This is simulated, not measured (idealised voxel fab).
Name of the process module below: voxel air gaps
The cross-section shown here is cut; it is 165 nm wide and divided into square cells measuring 5 nm on a side.
Bands, listed from the top down, are how a cross-section gets written in this document; the cross-section itself is a grid of square cells, and a band is one or more rows of them.
Band entry format. Leading values: height of top, height of bottom, nm. Remainder: materials in left-to-right order, each with its width in nm. Special words: "edge to edge" on a single material, which then fills the band edge to edge; "air", empty space.
All heights in this document are referenced to 0, defined as the level beneath which the wafer, as received, consists entirely of one material. The lowest band is not bounded below; it extends indefinitely downward and is written in the form "top 0, no bottom".
Width spec "30..40" -> top row of cells at first value, bottom row at second value, equal per-row change in between.
When a step is marked "remained unchanged", none of the cells in the cross-section changed during that step.
For the entry "Enclosed void entries", the listed items are empty spaces with no open way to the top whose size is 8 cells or more; each item follows the pattern width x height at distance, where distance is from the left edge and all three are in nm.
after a step's settings: what the simulator itself notes on the step
"overlay nm", when on a step's line for a step with a mask, measures how far to the right of its planned place the mask lay; a negative measure means to the left.

STEPS PLANNED FOR THE PROCESS
1. RECEIVE (material Si)
2. CONFORMAL_DEP (material SiO2; thk nm 15)
3. CONFORMAL_DEP (material SiCN; thk nm 5)
4. DIRECTIONAL_DEP (material SiO2; thk nm 30)
5. DIRECTIONAL_DEP (material aC; thk nm 10)
6. PATTERN (tone open; mask id LINES; material resist; width nm 15; pitch nm 40; thk nm 25; overlay nm 0)
7. DIRECTIONAL_ETCH (etch materials aC; depth nm 10)
8. STRIP (etch materials resist)
9. DIRECTIONAL_ETCH (etch materials SiO2; depth nm 30)
10. STRIP (etch materials aC)
11. CONFORMAL_DEP (material TiN; thk nm 5)
12. FILL_DEP (material W; thk nm 10)
13. CMP (height nm 50)
14. EPI (material Ru; thk nm 10)
15. SELECTIVE_ETCH (etch materials SiO2; depth nm 40)
16. CONFORMAL_DEP (material SiCN; thk nm 5)

RUN AS PLANNED: FIRST OF TWO WAFERS

SO THIS IS THE INCOMING WAFER IN CROSS-SECTION - IT'S ALREADY BEEN THROUGH STEP 1
top 0, no bottom = Si edge to edge
Enclosed void entries: none

AFTER STEP 2
top 15, bottom 0 = SiO2 edge to edge
Below a height of 0, the structure has not been altered.

AFTER STEP 3
top 20, bottom 15 = SiCN edge to edge
Below a height of 15, the structure has not been altered.

AFTER STEP 4
top 50, bottom 20 = SiO2 edge to edge
Below a height of 20, the structure has not been altered.

AFTER STEP 5
top 60, bottom 50 = aC edge to edge
Below a height of 50, the structure has not been altered.

AFTER STEP 6
top 85, bottom 60 = resist 35 nm  air 15 nm  resist 25 nm  air 15 nm  resist 25 nm  air 15 nm  resist 35 nm
Below a height of 60, the structure has not been altered.

AFTER STEP 7
top 75, bottom 60 = resist 35 nm  air 15 nm  resist 25 nm  air 15 nm  resist 25 nm  air 15 nm  resist 35 nm
top 60, bottom 50 = aC 35 nm  air 15 nm  aC 25 nm  air 15 nm  aC 25 nm  air 15 nm  aC 35 nm
Below a height of 50, the structure has not been altered.

AFTER STEP 8
top 60, bottom 50 = aC 35 nm  air 15 nm  aC 25 nm  air 15 nm  aC 25 nm  air 15 nm  aC 35 nm
Below a height of 50, the structure has not been altered.

AFTER STEP 9
top 60, bottom 50 = aC 35 nm  air 15 nm  aC 25 nm  air 15 nm  aC 25 nm  air 15 nm  aC 35 nm
top 50, bottom 20 = SiO2 35 nm  air 15 nm  SiO2 25 nm  air 15 nm  SiO2 25 nm  air 15 nm  SiO2 35 nm
Below a height of 20, the structure has not been altered.

AFTER STEP 10
top 50, bottom 20 = SiO2 35 nm  air 15 nm  SiO2 25 nm  air 15 nm  SiO2 25 nm  air 15 nm  SiO2 35 nm
Below a height of 20, the structure has not been altered.

AFTER STEP 11
top 55, bottom 50 = TiN 40 nm  air 5 nm  TiN 35 nm  air 5 nm  TiN 35 nm  air 5 nm  TiN 40 nm
top 50, bottom 25 = SiO2 35 nm  TiN 5 nm  air 5 nm  TiN 5 nm  SiO2 25 nm  TiN 5 nm  air 5 nm  TiN 5 nm  SiO2 25 nm  TiN 5 nm  air 5 nm  TiN 5 nm  SiO2 35 nm
top 25, bottom 20 = SiO2 35 nm  TiN 15 nm  SiO2 25 nm  TiN 15 nm  SiO2 25 nm  TiN 15 nm  SiO2 35 nm
Below a height of 20, the structure has not been altered.

AFTER STEP 12
top 65, bottom 55 = W edge to edge
top 55, bottom 50 = TiN 40 nm  W 5 nm  TiN 35 nm  W 5 nm  TiN 35 nm  W 5 nm  TiN 40 nm
top 50, bottom 25 = SiO2 35 nm  TiN 5 nm  W 5 nm  TiN 5 nm  SiO2 25 nm  TiN 5 nm  W 5 nm  TiN 5 nm  SiO2 25 nm  TiN 5 nm  W 5 nm  TiN 5 nm  SiO2 35 nm
Below a height of 25, the structure has not been altered.

AFTER STEP 13
top 50, bottom 25 = SiO2 35 nm  TiN 5 nm  W 5 nm  TiN 5 nm  SiO2 25 nm  TiN 5 nm  W 5 nm  TiN 5 nm  SiO2 25 nm  TiN 5 nm  W 5 nm  TiN 5 nm  SiO2 35 nm
Below a height of 25, the structure has not been altered.

AFTER STEP 14
top 60, bottom 50 = air 25 nm  Ru 35 nm  air 5 nm  Ru 35 nm  air 5 nm  Ru 35 nm  air 25 nm
Below a height of 50, the structure has not been altered.

AFTER STEP 15
top 60, bottom 50 = air 25 nm  Ru 35 nm  air 5 nm  Ru 35 nm  air 5 nm  Ru 35 nm  air 25 nm
top 50, bottom 25 = air 35 nm  TiN 5 nm  W 5 nm  TiN 5 nm  air 25 nm  TiN 5 nm  W 5 nm  TiN 5 nm  air 25 nm  TiN 5 nm  W 5 nm  TiN 5 nm  air 35 nm
top 25, bottom 20 = air 35 nm  TiN 15 nm  air 25 nm  TiN 15 nm  air 25 nm  TiN 15 nm  air 35 nm
Below a height of 20, the structure has not been altered.

AFTER STEP 16
top 65, bottom 60 = air 20 nm  SiCN 125 nm  air 20 nm
top 60, bottom 50 = air 20 nm  SiCN 5 nm  Ru 35 nm  SiCN 5 nm  Ru 35 nm  SiCN 5 nm  Ru 35 nm  SiCN 5 nm  air 20 nm
top 50, bottom 45 = air 20 nm  SiCN 15 nm  TiN 5 nm  W 5 nm  TiN 5 nm  SiCN 25 nm  TiN 5 nm  W 5 nm  TiN 5 nm  SiCN 25 nm  TiN 5 nm  W 5 nm  TiN 5 nm  SiCN 15 nm  air 20 nm
top 45, bottom 25 = air 30 nm  SiCN 5 nm  TiN 5 nm  W 5 nm  TiN 5 nm  SiCN 5 nm  air 15 nm  SiCN 5 nm  TiN 5 nm  W 5 nm  TiN 5 nm  SiCN 5 nm  air 15 nm  SiCN 5 nm  TiN 5 nm  W 5 nm  TiN 5 nm  SiCN 5 nm  air 30 nm
top 25, bottom 20 = SiCN 35 nm  TiN 15 nm  SiCN 25 nm  TiN 15 nm  SiCN 25 nm  TiN 15 nm  SiCN 35 nm
Below a height of 20, the structure has not been altered.
Enclosed void entries: 15 x 20 at 55; 15 x 20 at 95

WAFER TWO. IDENTICAL START, IDENTICAL PLAN. ONE MISTAKE IN EXECUTION. IDENTICAL HISTORY THROUGH STEP 5

SECOND WAFER PROFILE IN SECTION, AT THE MOMENT STEP 6 OF THE PLAN WAS MEANT TO BE COMPLETE
top 85, bottom 60 = resist 35 nm  air 20 nm  resist 20 nm  air 20 nm  resist 20 nm  air 20 nm  resist 30 nm
Below a height of 60, the structure has not been altered.

SECOND WAFER PROFILE IN SECTION, AT THE MOMENT STEP 7 OF THE PLAN WAS MEANT TO BE COMPLETE
top 75, bottom 60 = resist 35 nm  air 20 nm  resist 20 nm  air 20 nm  resist 20 nm  air 20 nm  resist 30 nm
top 60, bottom 50 = aC 35 nm  air 20 nm  aC 20 nm  air 20 nm  aC 20 nm  air 20 nm  aC 30 nm
Below a height of 50, the structure has not been altered.

SECOND WAFER PROFILE IN SECTION, AT THE MOMENT STEP 8 OF THE PLAN WAS MEANT TO BE COMPLETE
top 60, bottom 50 = aC 35 nm  air 20 nm  aC 20 nm  air 20 nm  aC 20 nm  air 20 nm  aC 30 nm
Below a height of 50, the structure has not been altered.

SECOND WAFER PROFILE IN SECTION, AT THE MOMENT STEP 9 OF THE PLAN WAS MEANT TO BE COMPLETE
top 60, bottom 50 = aC 35 nm  air 20 nm  aC 20 nm  air 20 nm  aC 20 nm  air 20 nm  aC 30 nm
top 50, bottom 20 = SiO2 35 nm  air 20 nm  SiO2 20 nm  air 20 nm  SiO2 20 nm  air 20 nm  SiO2 30 nm
Below a height of 20, the structure has not been altered.

SECOND WAFER PROFILE IN SECTION, AT THE MOMENT STEP 10 OF THE PLAN WAS MEANT TO BE COMPLETE
top 50, bottom 20 = SiO2 35 nm  air 20 nm  SiO2 20 nm  air 20 nm  SiO2 20 nm  air 20 nm  SiO2 30 nm
Below a height of 20, the structure has not been altered.

SECOND WAFER PROFILE IN SECTION, AT THE MOMENT STEP 11 OF THE PLAN WAS MEANT TO BE COMPLETE
top 55, bottom 50 = TiN 40 nm  air 10 nm  TiN 30 nm  air 10 nm  TiN 30 nm  air 10 nm  TiN 35 nm
top 50, bottom 25 = SiO2 35 nm  TiN 5 nm  air 10 nm  TiN 5 nm  SiO2 20 nm  TiN 5 nm  air 10 nm  TiN 5 nm  SiO2 20 nm  TiN 5 nm  air 10 nm  TiN 5 nm  SiO2 30 nm
top 25, bottom 20 = SiO2 35 nm  TiN 20 nm  SiO2 20 nm  TiN 20 nm  SiO2 20 nm  TiN 20 nm  SiO2 30 nm
Below a height of 20, the structure has not been altered.

SECOND WAFER PROFILE IN SECTION, AT THE MOMENT STEP 12 OF THE PLAN WAS MEANT TO BE COMPLETE
top 65, bottom 55 = W edge to edge
top 55, bottom 50 = TiN 40 nm  W 10 nm  TiN 30 nm  W 10 nm  TiN 30 nm  W 10 nm  TiN 35 nm
top 50, bottom 25 = SiO2 35 nm  TiN 5 nm  W 10 nm  TiN 5 nm  SiO2 20 nm  TiN 5 nm  W 10 nm  TiN 5 nm  SiO2 20 nm  TiN 5 nm  W 10 nm  TiN 5 nm  SiO2 30 nm
Below a height of 25, the structure has not been altered.

SECOND WAFER PROFILE IN SECTION, AT THE MOMENT STEP 13 OF THE PLAN WAS MEANT TO BE COMPLETE
top 50, bottom 25 = SiO2 35 nm  TiN 5 nm  W 10 nm  TiN 5 nm  SiO2 20 nm  TiN 5 nm  W 10 nm  TiN 5 nm  SiO2 20 nm  TiN 5 nm  W 10 nm  TiN 5 nm  SiO2 30 nm
Below a height of 25, the structure has not been altered.

SECOND WAFER PROFILE IN SECTION, AT THE MOMENT STEP 14 OF THE PLAN WAS MEANT TO BE COMPLETE
top 60, bottom 50 = air 25 nm  Ru 120 nm  air 20 nm
Below a height of 50, the structure has not been altered.

SECOND WAFER PROFILE IN SECTION, AT THE MOMENT STEP 15 OF THE PLAN WAS MEANT TO BE COMPLETE
top 60, bottom 50 = air 25 nm  Ru 120 nm  air 20 nm
top 50, bottom 25 = air 35 nm  TiN 5 nm  W 10 nm  TiN 5 nm  SiO2 20 nm  TiN 5 nm  W 10 nm  TiN 5 nm  SiO2 20 nm  TiN 5 nm  W 10 nm  TiN 5 nm  air 30 nm
top 25, bottom 20 = air 35 nm  TiN 20 nm  SiO2 20 nm  TiN 20 nm  SiO2 20 nm  TiN 20 nm  air 30 nm
Below a height of 20, the structure has not been altered.

SECOND WAFER PROFILE IN SECTION, AT THE MOMENT STEP 16 OF THE PLAN WAS MEANT TO BE COMPLETE
top 65, bottom 60 = air 20 nm  SiCN 130 nm  air 15 nm
top 60, bottom 50 = air 20 nm  SiCN 5 nm  Ru 120 nm  SiCN 5 nm  air 15 nm
top 50, bottom 45 = air 20 nm  SiCN 15 nm  TiN 5 nm  W 10 nm  TiN 5 nm  SiO2 20 nm  TiN 5 nm  W 10 nm  TiN 5 nm  SiO2 20 nm  TiN 5 nm  W 10 nm  TiN 5 nm  SiCN 15 nm  air 15 nm
top 45, bottom 25 = air 30 nm  SiCN 5 nm  TiN 5 nm  W 10 nm  TiN 5 nm  SiO2 20 nm  TiN 5 nm  W 10 nm  TiN 5 nm  SiO2 20 nm  TiN 5 nm  W 10 nm  TiN 5 nm  SiCN 5 nm  air 25 nm
top 25, bottom 20 = SiCN 35 nm  TiN 20 nm  SiO2 20 nm  TiN 20 nm  SiO2 20 nm  TiN 20 nm  SiCN 30 nm
Below a height of 20, the structure has not been altered.
Here's what went sideways: step 6 ran as: PATTERN (tone open; mask id LINES; material resist; width nm 20; pitch nm 40; thk nm 25; overlay nm 0)
Counted in cells at the end, the second wafer holds more or fewer of these materials than the first: 6 more of Ru; 40 fewer of SiCN; 48 more of SiO2; 3 more of TiN; 15 more of W
Heads up: the first wafer ends with 2 closed voids, the second with 0.
